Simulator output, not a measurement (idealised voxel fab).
This section sets out a process module, namely voxel self aligned vias.
In the cross-section labelled cut, the width is 220 nm and each square cell is 5 nm.
Cross-section layout: square cells on a grid; listed as bands, top to bottom; a band spans one or more cell rows. Quick guide to a band line: top height, bottom height (nm) up front; then every material left to right with its width in nm. Only one material and it's marked "throughout"? Then it fills the band edge to edge. And "air" just means empty space. The level at which height equals 0 is the one under which the wafer, as it arrives, is entirely one material. No lower edge exists for the bottom band, which continues downward and is notated as in "top 0, no bottom". A two-number width, for instance "30..40", indicates that the width is equal to the first number in the top row of the band and to the second number in the bottom row, and that it changes by a constant amount per row of cells. Reading "no change" for a step: not a cell of the cross-section changed in it. The entry "Fully closed voids" lists the empty spaces that cover at least 8 cells and have no open path to the top. Each is written as width x height at distance, where the distance is measured from the left edge and all three values are in nm. Note: text after step settings on the step line = simulator remark on that step. overlay nm: step with mask; distance mask lay right of planned place; negative value = left of planned place. Read the rest as pairs. Take the cross-section before one process step, then the cross-section after it, which shows only down to the lowest band that changed. Under the pair, find the step between them and its settings. Bear in mind that pairs may come from different runs of this module on the same starting wafer: link a pair to the pair above it only where its entry headed "Pre-processing view" says to.

PRE-PROCESSING VIEW
- top 0, no bottom = Si throughout
- Fully closed voids: none

POST-STEP CROSS-SECTION
- top 10, bottom 0 = SiO2 throughout
- Everything below 0 is unchanged.
- Fully closed voids: none
Connecting step for the cross-sections above: CONFORMAL_DEP, material SiO2, thk nm 10

Pre-processing view: The cross-section prior to this step is the one presented after the step of the pair immediately above.

POST-STEP CROSS-SECTION
- top 15, bottom 10 = SiCN throughout
- Everything below 10 is unchanged.
- Fully closed voids: none
Connecting step for the cross-sections above: CONFORMAL_DEP, material SiCN, thk nm 5

Pre-processing view: The cross-section prior to this step is the one presented after the step of the pair immediately above.

POST-STEP CROSS-SECTION
- top 35, bottom 15 = SiO2 throughout
- Everything below 15 is unchanged.
- Fully closed voids: none
Connecting step for the cross-sections above: DIRECTIONAL_DEP, material SiO2, thk nm 20

Pre-processing view: The cross-section prior to this step is the one presented after the step of the pair immediately above.

POST-STEP CROSS-SECTION
- top 35, bottom 15 = 35 SiO2; 20 air; 45 SiO2; 20 air; 45 SiO2; 20 air; 35 SiO2
- Everything below 15 is unchanged.
- Fully closed voids: none
Connecting step for the cross-sections above: MASKED_ETCH, tone open, mask id LINES, width nm 20, pitch nm 65, etch materials SiO2, depth nm 20, overlay nm 0

Pre-processing view: The cross-section prior to this step is the one presented after the step of the pair immediately above.

POST-STEP CROSS-SECTION
- top 40, bottom 35 = 40 TiN; 10 air; 55 TiN; 10 air; 55 TiN; 10 air; 40 TiN
- top 35, bottom 20 = 35 SiO2; 5 TiN; 10 air; 5 TiN; 45 SiO2; 5 TiN; 10 air; 5 TiN; 45 SiO2; 5 TiN; 10 air; 5 TiN; 35 SiO2
- top 20, bottom 15 = 35 SiO2; 20 TiN; 45 SiO2; 20 TiN; 45 SiO2; 20 TiN; 35 SiO2
- Everything below 15 is unchanged.
- Fully closed voids: none
Connecting step for the cross-sections above: CONFORMAL_DEP, material TiN, thk nm 5

Pre-processing view: The cross-section prior to this step is the one presented after the step of the pair immediately above.

POST-STEP CROSS-SECTION
- top 45, bottom 40 = Ru throughout
- top 40, bottom 35 = 40 TiN; 10 Ru; 55 TiN; 10 Ru; 55 TiN; 10 Ru; 40 TiN
- top 35, bottom 20 = 35 SiO2; 5 TiN; 10 Ru; 5 TiN; 45 SiO2; 5 TiN; 10 Ru; 5 TiN; 45 SiO2; 5 TiN; 10 Ru; 5 TiN; 35 SiO2
- Everything below 20 is unchanged.
- Fully closed voids: none
Connecting step for the cross-sections above: FILL_DEP, material Ru, thk nm 5

Pre-processing view: The cross-section prior to this step is the one presented after the step of the pair immediately above.

POST-STEP CROSS-SECTION
- top 35, bottom 20 = 35 SiO2; 5 TiN; 10 Ru; 5 TiN; 45 SiO2; 5 TiN; 10 Ru; 5 TiN; 45 SiO2; 5 TiN; 10 Ru; 5 TiN; 35 SiO2
- Everything below 20 is unchanged.
- Fully closed voids: none
Connecting step for the cross-sections above: CMP, height nm 35

Pre-processing view: The cross-section prior to this step is the one presented after the step of the pair immediately above.

POST-STEP CROSS-SECTION
- top 35, bottom 30 = 35 SiO2; 20 air; 45 SiO2; 20 air; 45 SiO2; 20 air; 35 SiO2
- Everything below 30 is unchanged.
- Fully closed voids: none
Connecting step for the cross-sections above: SELECTIVE_ETCH, etch materials W Ru TiN, depth nm 5

Pre-processing view: The cross-section prior to this step is the one presented after the step of the pair immediately above.

POST-STEP CROSS-SECTION
- top 40, bottom 35 = SiN throughout
- top 35, bottom 30 = 35 SiO2; 20 SiN; 45 SiO2; 20 SiN; 45 SiO2; 20 SiN; 35 SiO2
- Everything below 30 is unchanged.
- Fully closed voids: none
Connecting step for the cross-sections above: FILL_DEP, material SiN, thk nm 5

Pre-processing view: The cross-section prior to this step is the one presented after the step of the pair immediately above.

POST-STEP CROSS-SECTION
- top 35, bottom 30 = 35 SiO2; 20 SiN; 45 SiO2; 20 SiN; 45 SiO2; 20 SiN; 35 SiO2
- Everything below 30 is unchanged.
- Fully closed voids: none
Connecting step for the cross-sections above: CMP, height nm 35

Pre-processing view: The cross-section prior to this step is the one presented after the step of the pair immediately above.

POST-STEP CROSS-SECTION
- top 55, bottom 35 = SiO2 throughout
- Everything below 35 is unchanged.
- Fully closed voids: none
Connecting step for the cross-sections above: DIRECTIONAL_DEP, material SiO2, thk nm 20

Pre-processing view: The cross-section prior to this step is the one presented after the step of the pair immediately above.

POST-STEP CROSS-SECTION
- top 70, bottom 55 = aC throughout
- Everything below 55 is unchanged.
- Fully closed voids: none
Connecting step for the cross-sections above: DIRECTIONAL_DEP, material aC, thk nm 15

Pre-processing view: The cross-section prior to this step is the one presented after the step of the pair immediately above.

POST-STEP CROSS-SECTION
- top 105, bottom 70 = 25 resist; 40 air; 90 resist; 40 air; 25 resist
- Everything below 70 is unchanged.
- Fully closed voids: none
Connecting step for the cross-sections above: PATTERN, tone open, mask id VIAS, material resist, width nm 40, pitch nm 130, thk nm 35, overlay nm 0

Pre-processing view: The cross-section prior to this step is the one presented after the step of the pair immediately above.

POST-STEP CROSS-SECTION
- top 90, bottom 70 = 25 resist; 40 air; 90 resist; 40 air; 25 resist
- top 70, bottom 55 = 25 aC; 40 air; 90 aC; 40 air; 25 aC
- Everything below 55 is unchanged.
- Fully closed voids: none
Connecting step for the cross-sections above: DIRECTIONAL_ETCH, etch materials aC, depth nm 15

Pre-processing view: The cross-section prior to this step is the one presented after the step of the pair immediately above.

POST-STEP CROSS-SECTION
- top 70, bottom 55 = 25 aC; 40 air; 90 aC; 40 air; 25 aC
- Everything below 55 is unchanged.
- Fully closed voids: none
Connecting step for the cross-sections above: STRIP, etch materials resist

Pre-processing view: The cross-section prior to this step is the one presented after the step of the pair immediately above.

POST-STEP CROSS-SECTION
- top 70, bottom 55 = 25 aC; 40 air; 90 aC; 40 air; 25 aC
- top 55, bottom 35 = 25 SiO2; 40 air; 90 SiO2; 40 air; 25 SiO2
- Everything below 35 is unchanged.
- Fully closed voids: none
Connecting step for the cross-sections above: DIRECTIONAL_ETCH, etch materials SiO2, depth nm 20

Pre-processing view: The cross-section prior to this step is the one presented after the step of the pair immediately above.

POST-STEP CROSS-SECTION
- top 70, bottom 55 = 25 aC; 40 air; 90 aC; 40 air; 25 aC
- top 55, bottom 35 = 25 SiO2; 40 air; 90 SiO2; 40 air; 25 SiO2
- top 35, bottom 30 = 35 SiO2; 20 air; 45 SiO2; 20 SiN; 45 SiO2; 20 air; 35 SiO2
- Everything below 30 is unchanged.
- Fully closed voids: none
Connecting step for the cross-sections above: DIRECTIONAL_ETCH, etch materials SiN, depth nm 5

Pre-processing view: The cross-section prior to this step is the one presented after the step of the pair immediately above.

POST-STEP CROSS-SECTION
- top 55, bottom 35 = 25 SiO2; 40 air; 90 SiO2; 40 air; 25 SiO2
- Everything below 35 is unchanged.
- Fully closed voids: none
Connecting step for the cross-sections above: STRIP, etch materials aC

Pre-processing view: The cross-section prior to this step is the one presented after the step of the pair immediately above.

POST-STEP CROSS-SECTION
- top 60, bottom 55 = 30 TiN; 30 air; 100 TiN; 30 air; 30 TiN
- top 55, bottom 40 = 25 SiO2; 5 TiN; 30 air; 5 TiN; 90 SiO2; 5 TiN; 30 air; 5 TiN; 25 SiO2
- top 40, bottom 35 = 25 SiO2; 15 TiN; 10 air; 15 TiN; 90 SiO2; 15 TiN; 10 air; 15 TiN; 25 SiO2
- top 35, bottom 30 = 35 SiO2; 20 TiN; 45 SiO2; 20 SiN; 45 SiO2; 20 TiN; 35 SiO2
- Everything below 30 is unchanged.
- Fully closed voids: none
Connecting step for the cross-sections above: CONFORMAL_DEP, material TiN, thk nm 5

Pre-processing view: The cross-section prior to this step is the one presented after the step of the pair immediately above.

POST-STEP CROSS-SECTION
- top 65, bottom 60 = Ru throughout
- top 60, bottom 55 = 30 TiN; 30 Ru; 100 TiN; 30 Ru; 30 TiN
- top 55, bottom 40 = 25 SiO2; 5 TiN; 30 Ru; 5 TiN; 90 SiO2; 5 TiN; 30 Ru; 5 TiN; 25 SiO2
- top 40, bottom 35 = 25 SiO2; 15 TiN; 10 Ru; 15 TiN; 90 SiO2; 15 TiN; 10 Ru; 15 TiN; 25 SiO2
- Everything below 35 is unchanged.
- Fully closed voids: none
Connecting step for the cross-sections above: FILL_DEP, material Ru, thk nm 5

Pre-processing view: The cross-section prior to this step is the one presented after the step of the pair immediately above.

POST-STEP CROSS-SECTION
- top 55, bottom 40 = 25 SiO2; 5 TiN; 30 Ru; 5 TiN; 90 SiO2; 5 TiN; 30 Ru; 5 TiN; 25 SiO2
- Everything below 40 is unchanged.
- Fully closed voids: none
Connecting step for the cross-sections above: CMP, height nm 55

Pre-processing view: The cross-section prior to this step is the one presented after the step of the pair immediately above.

POST-STEP CROSS-SECTION
- top 60, bottom 55 = SiN throughout
- Everything below 55 is unchanged.
- Fully closed voids: none
Connecting step for the cross-sections above: CONFORMAL_DEP, material SiN, thk nm 5

PRE-PROCESSING VIEW
- top 0, no bottom = Si throughout
- Fully closed voids: none

POST-STEP CROSS-SECTION
- top 5, bottom 0 = SiCN throughout
- Everything below 0 is unchanged.
- Fully closed voids: none
Connecting step for the cross-sections above: CONFORMAL_DEP, material SiCN, thk nm 5

Pre-processing view: The cross-section prior to this step is the one presented after the step of the pair immediately above.

POST-STEP CROSS-SECTION
- top 25, bottom 5 = SiO2 throughout
- Everything below 5 is unchanged.
- Fully closed voids: none
Connecting step for the cross-sections above: DIRECTIONAL_DEP, material SiO2, thk nm 20

Pre-processing view: The cross-section prior to this step is the one presented after the step of the pair immediately above.

POST-STEP CROSS-SECTION
- top 25, bottom 5 = 35 SiO2; 20 air; 45 SiO2; 20 air; 45 SiO2; 20 air; 35 SiO2
- Everything below 5 is unchanged.
- Fully closed voids: none
Connecting step for the cross-sections above: MASKED_ETCH, tone open, mask id LINES, width nm 20, pitch nm 65, etch materials SiO2, depth nm 20, overlay nm 0

Pre-processing view: The cross-section prior to this step is the one presented after the step of the pair immediately above.

POST-STEP CROSS-SECTION
- top 30, bottom 25 = 40 TiN; 10 air; 55 TiN; 10 air; 55 TiN; 10 air; 40 TiN
- top 25, bottom 10 = 35 SiO2; 5 TiN; 10 air; 5 TiN; 45 SiO2; 5 TiN; 10 air; 5 TiN; 45 SiO2; 5 TiN; 10 air; 5 TiN; 35 SiO2
- top 10, bottom 5 = 35 SiO2; 20 TiN; 45 SiO2; 20 TiN; 45 SiO2; 20 TiN; 35 SiO2
- Everything below 5 is unchanged.
- Fully closed voids: none
Connecting step for the cross-sections above: CONFORMAL_DEP, material TiN, thk nm 5

Pre-processing view: The cross-section prior to this step is the one presented after the step of the pair immediately above.

POST-STEP CROSS-SECTION
- top 35, bottom 30 = Ru throughout
- top 30, bottom 25 = 40 TiN; 10 Ru; 55 TiN; 10 Ru; 55 TiN; 10 Ru; 40 TiN
- top 25, bottom 10 = 35 SiO2; 5 TiN; 10 Ru; 5 TiN; 45 SiO2; 5 TiN; 10 Ru; 5 TiN; 45 SiO2; 5 TiN; 10 Ru; 5 TiN; 35 SiO2
- Everything below 10 is unchanged.
- Fully closed voids: none
Connecting step for the cross-sections above: FILL_DEP, material Ru, thk nm 5

Pre-processing view: The cross-section prior to this step is the one presented after the step of the pair immediately above.

POST-STEP CROSS-SECTION
- top 30, bottom 25 = 40 TiN; 10 Ru; 55 TiN; 10 Ru; 55 TiN; 10 Ru; 40 TiN
- Everything below 25 is unchanged.
- Fully closed voids: none
Connecting step for the cross-sections above: SELECTIVE_ETCH, etch materials W Ru TiN, depth nm 5

Pre-processing view: The cross-section prior to this step is the one presented after the step of the pair immediately above.

POST-STEP CROSS-SECTION
- top 35, bottom 30 = SiN throughout
- Everything below 30 is unchanged.
- Fully closed voids: none
Connecting step for the cross-sections above: FILL_DEP, material SiN, thk nm 5

Pre-processing view: The cross-section prior to this step is the one presented after the step of the pair immediately above.

POST-STEP CROSS-SECTION
- top 55, bottom 35 = SiO2 throughout
- Everything below 35 is unchanged.
- Fully closed voids: none
Connecting step for the cross-sections above: DIRECTIONAL_DEP, material SiO2, thk nm 20

Pre-processing view: The cross-section prior to this step is the one presented after the step of the pair immediately above.

POST-STEP CROSS-SECTION
- top 70, bottom 55 = aC throughout
- Everything below 55 is unchanged.
- Fully closed voids: none
Connecting step for the cross-sections above: DIRECTIONAL_DEP, material aC, thk nm 15

Pre-processing view: The cross-section prior to this step is the one presented after the step of the pair immediately above.

POST-STEP CROSS-SECTION
- top 105, bottom 70 = 25 resist; 40 air; 90 resist; 40 air; 25 resist
- Everything below 70 is unchanged.
- Fully closed voids: none
Connecting step for the cross-sections above: PATTERN, tone open, mask id VIAS, material resist, width nm 40, pitch nm 130, thk nm 35, overlay nm 0

Pre-processing view: The cross-section prior to this step is the one presented after the step of the pair immediately above.

POST-STEP CROSS-SECTION
- top 90, bottom 70 = 25 resist; 40 air; 90 resist; 40 air; 25 resist
- top 70, bottom 55 = 25 aC; 40 air; 90 aC; 40 air; 25 aC
- Everything below 55 is unchanged.
- Fully closed voids: none
Connecting step for the cross-sections above: DIRECTIONAL_ETCH, etch materials aC, depth nm 15

Pre-processing view: The cross-section prior to this step is the one presented after the step of the pair immediately above.

POST-STEP CROSS-SECTION
- top 70, bottom 55 = 25 aC; 40 air; 90 aC; 40 air; 25 aC
- Everything below 55 is unchanged.
- Fully closed voids: none
Connecting step for the cross-sections above: STRIP, etch materials resist

Pre-processing view: The cross-section prior to this step is the one presented after the step of the pair immediately above.

POST-STEP CROSS-SECTION
- top 70, bottom 55 = 25 aC; 40 air; 90 aC; 40 air; 25 aC
- top 55, bottom 35 = 25 SiO2; 40 air; 90 SiO2; 40 air; 25 SiO2
- Everything below 35 is unchanged.
- Fully closed voids: none
Connecting step for the cross-sections above: DIRECTIONAL_ETCH, etch materials SiO2, depth nm 20

Pre-processing view: The cross-section prior to this step is the one presented after the step of the pair immediately above.

POST-STEP CROSS-SECTION
- top 70, bottom 55 = 25 aC; 40 air; 90 aC; 40 air; 25 aC
- top 55, bottom 35 = 25 SiO2; 40 air; 90 SiO2; 40 air; 25 SiO2
- top 35, bottom 30 = 25 SiN; 40 air; 90 SiN; 40 air; 25 SiN
- Everything below 30 is unchanged.
- Fully closed voids: none
Connecting step for the cross-sections above: DIRECTIONAL_ETCH, etch materials SiN, depth nm 5

Pre-processing view: The cross-section prior to this step is the one presented after the step of the pair immediately above.

POST-STEP CROSS-SECTION
- top 55, bottom 35 = 25 SiO2; 40 air; 90 SiO2; 40 air; 25 SiO2
- Everything below 35 is unchanged.
- Fully closed voids: none
Connecting step for the cross-sections above: STRIP, etch materials aC

Pre-processing view: The cross-section prior to this step is the one presented after the step of the pair immediately above.

POST-STEP CROSS-SECTION
- top 60, bottom 55 = 30 TiN; 30 air; 100 TiN; 30 air; 30 TiN
- top 55, bottom 35 = 25 SiO2; 5 TiN; 30 air; 5 TiN; 90 SiO2; 5 TiN; 30 air; 5 TiN; 25 SiO2
- top 35, bottom 30 = 25 SiN; 40 TiN; 90 SiN; 40 TiN; 25 SiN
- Everything below 30 is unchanged.
- Fully closed voids: none
Connecting step for the cross-sections above: CONFORMAL_DEP, material TiN, thk nm 5

Pre-processing view: The cross-section prior to this step is the one presented after the step of the pair immediately above.

POST-STEP CROSS-SECTION
- top 65, bottom 60 = Ru throughout
- top 60, bottom 55 = 30 TiN; 30 Ru; 100 TiN; 30 Ru; 30 TiN
- top 55, bottom 35 = 25 SiO2; 5 TiN; 30 Ru; 5 TiN; 90 SiO2; 5 TiN; 30 Ru; 5 TiN; 25 SiO2
- Everything below 35 is unchanged.
- Fully closed voids: none
Connecting step for the cross-sections above: FILL_DEP, material Ru, thk nm 5

Pre-processing view: The cross-section prior to this step is the one presented after the step of the pair immediately above.

POST-STEP CROSS-SECTION
- top 55, bottom 35 = 25 SiO2; 5 TiN; 30 Ru; 5 TiN; 90 SiO2; 5 TiN; 30 Ru; 5 TiN; 25 SiO2
- Everything below 35 is unchanged.
- Fully closed voids: none
Connecting step for the cross-sections above: CMP, height nm 55

Pre-processing view: The cross-section prior to this step is the one presented after the step of the pair immediately above.

POST-STEP CROSS-SECTION
- top 60, bottom 55 = SiN throughout
- Everything below 55 is unchanged.
- Fully closed voids: none
Connecting step for the cross-sections above: CONFORMAL_DEP, material SiN, thk nm 5

PRE-PROCESSING VIEW
- top 70, bottom 55 = 25 aC; 40 air; 90 aC; 40 air; 25 aC
- top 55, bottom 35 = 25 SiO2; 40 air; 90 SiO2; 40 air; 25 SiO2
- top 35, bottom 30 = 35 SiO2; 20 SiN; 45 SiO2; 20 SiN; 45 SiO2; 20 SiN; 35 SiO2
- top 30, bottom 20 = 35 SiO2; 5 TiN; 10 Ru; 5 TiN; 45 SiO2; 5 TiN; 10 Ru; 5 TiN; 45 SiO2; 5 TiN; 10 Ru; 5 TiN; 35 SiO2
- top 20, bottom 15 = 35 SiO2; 20 TiN; 45 SiO2; 20 TiN; 45 SiO2; 20 TiN; 35 SiO2
- top 15, bottom 10 = SiCN throughout
- top 10, bottom 0 = SiO2 throughout
- top 0, no bottom = Si throughout
- Fully closed voids: none

POST-STEP CROSS-SECTION
- top 70, bottom 55 = 25 aC; 40 air; 90 aC; 40 air; 25 aC
- top 55, bottom 35 = 25 SiO2; 40 air; 90 SiO2; 40 air; 25 SiO2
- top 35, bottom 30 = 25 SiO2; 10 air; 20 SiN; 10 air; 35 SiO2; 20 SiN; 35 SiO2; 10 air; 20 SiN; 10 air; 25 SiO2
- top 30, bottom 20 = 25 SiO2; 10 air; 5 TiN; 10 Ru; 5 TiN; 10 air; 35 SiO2; 5 TiN; 10 Ru; 5 TiN; 35 SiO2; 10 air; 5 TiN; 10 Ru; 5 TiN; 10 air; 25 SiO2
- top 20, bottom 15 = 25 SiO2; 10 air; 20 TiN; 10 air; 35 SiO2; 20 TiN; 35 SiO2; 10 air; 20 TiN; 10 air; 25 SiO2
- Everything below 15 is unchanged.
- Fully closed voids: none
Connecting step for the cross-sections above: DIRECTIONAL_ETCH, etch materials SiO2, depth nm 20

Pre-processing view: The cross-section prior to this step is the one presented after the step of the pair immediately above.

POST-STEP CROSS-SECTION
- top 70, bottom 55 = 25 aC; 40 air; 90 aC; 40 air; 25 aC
- top 55, bottom 35 = 25 SiO2; 40 air; 90 SiO2; 40 air; 25 SiO2
- top 35, bottom 30 = 25 SiO2; 40 air; 35 SiO2; 20 SiN; 35 SiO2; 40 air; 25 SiO2
- Everything below 30 is unchanged.
- Fully closed voids: none
Connecting step for the cross-sections above: DIRECTIONAL_ETCH, etch materials SiN, depth nm 5

Pre-processing view: The cross-section prior to this step is the one presented after the step of the pair immediately above.

POST-STEP CROSS-SECTION
- top 55, bottom 35 = 25 SiO2; 40 air; 90 SiO2; 40 air; 25 SiO2
- Everything below 35 is unchanged.
- Fully closed voids: none
Connecting step for the cross-sections above: STRIP, etch materials aC

Pre-processing view: The cross-section prior to this step is the one presented after the step of the pair immediately above.

POST-STEP CROSS-SECTION
- top 60, bottom 55 = 30 TiN; 30 air; 100 TiN; 30 air; 30 TiN
- top 55, bottom 35 = 25 SiO2; 5 TiN; 30 air; 5 TiN; 90 SiO2; 5 TiN; 30 air; 5 TiN; 25 SiO2
- top 35, bottom 30 = 25 SiO2; 40 TiN; 35 SiO2; 20 SiN; 35 SiO2; 40 TiN; 25 SiO2
- top 30, bottom 20 = 25 SiO2; 15 TiN; 10 Ru; 15 TiN; 35 SiO2; 5 TiN; 10 Ru; 5 TiN; 35 SiO2; 15 TiN; 10 Ru; 15 TiN; 25 SiO2
- top 20, bottom 15 = 25 SiO2; 40 TiN; 35 SiO2; 20 TiN; 35 SiO2; 40 TiN; 25 SiO2
- Everything below 15 is unchanged.
- Fully closed voids: none
Connecting step for the cross-sections above: CONFORMAL_DEP, material TiN, thk nm 5

Pre-processing view: The cross-section prior to this step is the one presented after the step of the pair immediately above.

POST-STEP CROSS-SECTION
- top 65, bottom 60 = Ru throughout
- top 60, bottom 55 = 30 TiN; 30 Ru; 100 TiN; 30 Ru; 30 TiN
- top 55, bottom 35 = 25 SiO2; 5 TiN; 30 Ru; 5 TiN; 90 SiO2; 5 TiN; 30 Ru; 5 TiN; 25 SiO2
- Everything below 35 is unchanged.
- Fully closed voids: none
Connecting step for the cross-sections above: FILL_DEP, material Ru, thk nm 5

Pre-processing view: The cross-section prior to this step is the one presented after the step of the pair immediately above.

POST-STEP CROSS-SECTION
- top 55, bottom 35 = 25 SiO2; 5 TiN; 30 Ru; 5 TiN; 90 SiO2; 5 TiN; 30 Ru; 5 TiN; 25 SiO2
- Everything below 35 is unchanged.
- Fully closed voids: none
Connecting step for the cross-sections above: CMP, height nm 55

Pre-processing view: The cross-section prior to this step is the one presented after the step of the pair immediately above.

POST-STEP CROSS-SECTION
- top 60, bottom 55 = SiN throughout
- Everything below 55 is unchanged.
- Fully closed voids: none
Connecting step for the cross-sections above: CONFORMAL_DEP, material SiN, thk nm 5

PRE-PROCESSING VIEW
- top 10, bottom 0 = SiO2 throughout
- top 0, no bottom = Si throughout
- Fully closed voids: none

POST-STEP CROSS-SECTION
- top 30, bottom 0 = SiO2 throughout
- Everything below 0 is unchanged.
- Fully closed voids: none
Connecting step for the cross-sections above: DIRECTIONAL_DEP, material SiO2, thk nm 20

Pre-processing view: The cross-section prior to this step is the one presented after the step of the pair immediately above.

POST-STEP CROSS-SECTION
- top 35, bottom 30 = SiCN throughout
- Everything below 30 is unchanged.
- Fully closed voids: none
Connecting step for the cross-sections above: CONFORMAL_DEP, material SiCN, thk nm 5

Pre-processing view: The cross-section prior to this step is the one presented after the step of the pair immediately above.

POST-STEP CROSS-SECTION
- top 40, bottom 35 = TiN throughout
- Everything below 35 is unchanged.
- Fully closed voids: none
Connecting step for the cross-sections above: CONFORMAL_DEP, material TiN, thk nm 5

Pre-processing view: The cross-section prior to this step is the one presented after the step of the pair immediately above.

POST-STEP CROSS-SECTION
- top 45, bottom 40 = Ru throughout
- Everything below 40 is unchanged.
- Fully closed voids: none
Connecting step for the cross-sections above: FILL_DEP, material Ru, thk nm 5

Pre-processing view: The cross-section prior to this step is the one presented after the step of the pair immediately above.

POST-STEP CROSS-SECTION
- top 35, bottom 30 = SiCN throughout
- Everything below 30 is unchanged.
- Fully closed voids: none
Connecting step for the cross-sections above: CMP, height nm 35

Pre-processing view: The cross-section prior to this step is the one presented after the step of the pair immediately above.

POST-STEP CROSS-SECTION
- top 40, bottom 35 = SiN throughout
- Everything below 35 is unchanged.
- Fully closed voids: none
Connecting step for the cross-sections above: FILL_DEP, material SiN, thk nm 5

Pre-processing view: The cross-section prior to this step is the one presented after the step of the pair immediately above.

POST-STEP CROSS-SECTION
- top 35, bottom 30 = SiCN throughout
- Everything below 30 is unchanged.
- Fully closed voids: none
Connecting step for the cross-sections above: CMP, height nm 35

Pre-processing view: The cross-section prior to this step is the one presented after the step of the pair immediately above.

POST-STEP CROSS-SECTION
- top 55, bottom 35 = SiO2 throughout
- Everything below 35 is unchanged.
- Fully closed voids: none
Connecting step for the cross-sections above: DIRECTIONAL_DEP, material SiO2, thk nm 20

Pre-processing view: The cross-section prior to this step is the one presented after the step of the pair immediately above.

POST-STEP CROSS-SECTION
- top 70, bottom 55 = aC throughout
- Everything below 55 is unchanged.
- Fully closed voids: none
Connecting step for the cross-sections above: DIRECTIONAL_DEP, material aC, thk nm 15

Pre-processing view: The cross-section prior to this step is the one presented after the step of the pair immediately above.

POST-STEP CROSS-SECTION
- top 105, bottom 70 = 25 resist; 40 air; 90 resist; 40 air; 25 resist
- Everything below 70 is unchanged.
- Fully closed voids: none
Connecting step for the cross-sections above: PATTERN, tone open, mask id VIAS, material resist, width nm 40, pitch nm 130, thk nm 35, overlay nm 0

Pre-processing view: The cross-section prior to this step is the one presented after the step of the pair immediately above.

POST-STEP CROSS-SECTION
- top 90, bottom 70 = 25 resist; 40 air; 90 resist; 40 air; 25 resist
- top 70, bottom 55 = 25 aC; 40 air; 90 aC; 40 air; 25 aC
- Everything below 55 is unchanged.
- Fully closed voids: none
Connecting step for the cross-sections above: DIRECTIONAL_ETCH, etch materials aC, depth nm 15

Pre-processing view: The cross-section prior to this step is the one presented after the step of the pair immediately above.

POST-STEP CROSS-SECTION
- top 70, bottom 55 = 25 aC; 40 air; 90 aC; 40 air; 25 aC
- Everything below 55 is unchanged.
- Fully closed voids: none
Connecting step for the cross-sections above: STRIP, etch materials resist

Pre-processing view: The cross-section prior to this step is the one presented after the step of the pair immediately above.

POST-STEP CROSS-SECTION
- top 70, bottom 55 = 25 aC; 40 air; 90 aC; 40 air; 25 aC
- top 55, bottom 35 = 25 SiO2; 40 air; 90 SiO2; 40 air; 25 SiO2
- Everything below 35 is unchanged.
- Fully closed voids: none
Connecting step for the cross-sections above: DIRECTIONAL_ETCH, etch materials SiO2, depth nm 20

Pre-processing view: The cross-section prior to this step is the one presented after the step of the pair immediately above.

POST-STEP CROSS-SECTION
- top 55, bottom 35 = 25 SiO2; 40 air; 90 SiO2; 40 air; 25 SiO2
- Everything below 35 is unchanged.
- Fully closed voids: none
Connecting step for the cross-sections above: STRIP, etch materials aC

Pre-processing view: The cross-section prior to this step is the one presented after the step of the pair immediately above.

POST-STEP CROSS-SECTION
- top 60, bottom 55 = 30 TiN; 30 air; 100 TiN; 30 air; 30 TiN
- top 55, bottom 40 = 25 SiO2; 5 TiN; 30 air; 5 TiN; 90 SiO2; 5 TiN; 30 air; 5 TiN; 25 SiO2
- top 40, bottom 35 = 25 SiO2; 40 TiN; 90 SiO2; 40 TiN; 25 SiO2
- Everything below 35 is unchanged.
- Fully closed voids: none
Connecting step for the cross-sections above: CONFORMAL_DEP, material TiN, thk nm 5

Pre-processing view: The cross-section prior to this step is the one presented after the step of the pair immediately above.

POST-STEP CROSS-SECTION
- top 65, bottom 60 = Ru throughout
- top 60, bottom 55 = 30 TiN; 30 Ru; 100 TiN; 30 Ru; 30 TiN
- top 55, bottom 40 = 25 SiO2; 5 TiN; 30 Ru; 5 TiN; 90 SiO2; 5 TiN; 30 Ru; 5 TiN; 25 SiO2
- Everything below 40 is unchanged.
- Fully closed voids: none
Connecting step for the cross-sections above: FILL_DEP, material Ru, thk nm 5

Pre-processing view: The cross-section prior to this step is the one presented after the step of the pair immediately above.

POST-STEP CROSS-SECTION
- top 55, bottom 40 = 25 SiO2; 5 TiN; 30 Ru; 5 TiN; 90 SiO2; 5 TiN; 30 Ru; 5 TiN; 25 SiO2
- Everything below 40 is unchanged.
- Fully closed voids: none
Connecting step for the cross-sections above: CMP, height nm 55

Pre-processing view: The cross-section prior to this step is the one presented after the step of the pair immediately above.

POST-STEP CROSS-SECTION
- top 60, bottom 55 = SiN throughout
- Everything below 55 is unchanged.
- Fully closed voids: none
Connecting step for the cross-sections above: CONFORMAL_DEP, material SiN, thk nm 5

PRE-PROCESSING VIEW
- top 70, bottom 55 = 25 aC; 40 air; 90 aC; 40 air; 25 aC
- top 55, bottom 35 = SiO2 throughout
- top 35, bottom 30 = 35 SiO2; 20 SiN; 45 SiO2; 20 SiN; 45 SiO2; 20 SiN; 35 SiO2
- top 30, bottom 20 = 35 SiO2; 5 TiN; 10 Ru; 5 TiN; 45 SiO2; 5 TiN; 10 Ru; 5 TiN; 45 SiO2; 5 TiN; 10 Ru; 5 TiN; 35 SiO2
- top 20, bottom 15 = 35 SiO2; 20 TiN; 45 SiO2; 20 TiN; 45 SiO2; 20 TiN; 35 SiO2
- top 15, bottom 10 = SiCN throughout
- top 10, bottom 0 = SiO2 throughout
- top 0, no bottom = Si throughout
- Fully closed voids: none

POST-STEP CROSS-SECTION
- top 70, bottom 55 = 25 aC; 40 air; 90 aC; 40 air; 25 aC
- top 55, bottom 35 = 25 SiO2; 40 air; 90 SiO2; 40 air; 25 SiO2
- top 35, bottom 30 = 25 SiO2; 10 air; 20 SiN; 10 air; 35 SiO2; 20 SiN; 35 SiO2; 10 air; 20 SiN; 10 air; 25 SiO2
- Everything below 30 is unchanged.
- Fully closed voids: none
Connecting step for the cross-sections above: DIRECTIONAL_ETCH, etch materials SiO2, depth nm 25

Pre-processing view: The cross-section prior to this step is the one presented after the step of the pair immediately above.

POST-STEP CROSS-SECTION
- top 70, bottom 55 = 25 aC; 40 air; 90 aC; 40 air; 25 aC
- top 55, bottom 35 = 25 SiO2; 40 air; 90 SiO2; 40 air; 25 SiO2
- top 35, bottom 30 = 25 SiO2; 40 air; 35 SiO2; 20 SiN; 35 SiO2; 40 air; 25 SiO2
- Everything below 30 is unchanged.
- Fully closed voids: none
Connecting step for the cross-sections above: DIRECTIONAL_ETCH, etch materials SiN, depth nm 5

Pre-processing view: The cross-section prior to this step is the one presented after the step of the pair immediately above.

POST-STEP CROSS-SECTION
- top 55, bottom 35 = 25 SiO2; 40 air; 90 SiO2; 40 air; 25 SiO2
- Everything below 35 is unchanged.
- Fully closed voids: none
Connecting step for the cross-sections above: STRIP, etch materials aC
